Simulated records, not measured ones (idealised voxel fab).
Title: Process Module voxel self aligned contacts
The figure presents cross-section cut, which has a width of 230 nm and is divided into square cells with an edge length of 5 nm.
When this document writes out a cross-section, it uses a grid of square cells and lists it as bands, beginning at the top and moving down, with a band standing for one or more rows of cells. First you get the band's top height and its bottom height, in nm, and then the materials it's made of, left to right, with each width in nm. If you see a single material with "everywhere", that one covers the band edge to edge. "air" is empty space. Below 0: as-received wafer, all one material; heights counted from there. Lowest band: no bottom, goes on down, written "0 down". Width "30 to 40": first value at the band's top row of cells, second value at its bottom row, equal change from row to row. The designation "no modifications", where it is given for a processing step, indicates that no cell of the cross-section was altered in the course of that step. Closed empty spaces (no open way to the top) of 8 cells or more are what "Enclosed void list" lists, each as width x height at distance from the left edge, nm for all three. after a step's settings: what the simulator itself notes on the step. overlay nm: how far to the right of its planned place the mask lay on this masked step (negative: to the left).
# So here's the lineup of process steps we planned
1,RECEIVE: material Si
2,CONFORMAL_DEP: material SiO2, thk nm 5
3,DIRECTIONAL_DEP: material polySi, thk nm 30
4,DIRECTIONAL_DEP: material SiN, thk nm 20
5,PATTERN: tone cover, mask id GATE, material resist, width nm 35, pitch nm 60, thk nm 15, overlay nm 0
6,DIRECTIONAL_ETCH: etch materials SiN, depth nm 20
7,DIRECTIONAL_ETCH: etch materials polySi, depth nm 30
8,STRIP: etch materials resist
9,CONFORMAL_DEP: material SiN, thk nm 5
10,DIRECTIONAL_ETCH: etch materials SiN, depth nm 5
11,FILL_DEP: material SiO2, thk nm 20
12,CMP: height nm 65
13,PATTERN: tone open, mask id CONTACT, material resist, width nm 35, thk nm 15, overlay nm -15
14,DIRECTIONAL_ETCH: etch materials SiO2, depth nm 65
15,STRIP: etch materials resist
16,CONFORMAL_DEP: material TiN, thk nm 5
17,FILL_DEP: material Ru, thk nm 10
18,CMP: height nm 65
19,CONFORMAL_DEP: material SiCN, thk nm 5
Quick note for whoever runs this: the wafers start identical, but the overlay nm at step 13 isn't the same across them. The plan just shows what the first wafer had.
# Cross-section of the first of several wafers on receipt, reflecting completion of step 1
> 0 down: Si everywhere
> Enclosed void list: none
# Quick look at the cross-section of the first of several wafers after step 19, which wraps up the module
> 70 to 65: SiCN everywhere
> 65 to 60: SiO2 80, TiN 5, Ru 25, TiN 5, SiO2 115
> 60 to 55: SiO2 80, TiN 35, SiO2 115
> 55 to 35: SiO2 60, SiN 45, TiN 10, SiO2 5, SiN 45, SiO2 65
> 35 to 5: SiO2 60, SiN 5, polySi 35, SiN 5, TiN 10, SiO2 5, SiN 5, polySi 35, SiN 5, SiO2 65
> 5 to 0: SiO2 105, TiN 10, SiO2 115
> 0 down: Si everywhere
> Enclosed void list: none
# Cross-sectional view of the final wafer of several at the module's end
> 70 to 65: SiCN everywhere
> 65 to 60: SiO2 110, TiN 5, Ru 25, TiN 5, SiO2 85
> 60 to 55: SiO2 110, TiN 35, SiO2 85
> 55 to 35: SiO2 60, SiN 45, SiO2 5, TiN 10, SiN 45, SiO2 65
> 35 to 5: SiO2 60, SiN 5, polySi 35, SiN 5, SiO2 5, TiN 10, SiN 5, polySi 35, SiN 5, SiO2 65
> 5 to 0: SiO2 110, TiN 10, SiO2 110
> 0 down: Si everywhere
> Enclosed void list: none
# wafer rows; end of module; cells per material since receipt: (+) gained, (-) lost; then closed voids
overlay nm -15; +5 Ru; +46 SiCN; +96 SiN; +382 SiO2; +31 TiN; +84 polySi; Enclosed void list: none
overlay nm -10; +16 Ru; +46 SiCN; +96 SiN; +371 SiO2; +31 TiN; +84 polySi; Enclosed void list: none
overlay nm -5; +16 Ru; +46 SiCN; +96 SiN; +371 SiO2; +31 TiN; +84 polySi; Enclosed void list: none
overlay nm 0; +16 Ru; +46 SiCN; +96 SiN; +371 SiO2; +31 TiN; +84 polySi; Enclosed void list: none
overlay nm 5; +16 Ru; +46 SiCN; +96 SiN; +371 SiO2; +31 TiN; +84 polySi; Enclosed void list: none
overlay nm 10; +16 Ru; +46 SiCN; +96 SiN; +371 SiO2; +31 TiN; +84 polySi; Enclosed void list: none
overlay nm 15; +5 Ru; +46 SiCN; +96 SiN; +382 SiO2; +31 TiN; +84 polySi; Enclosed void list: none
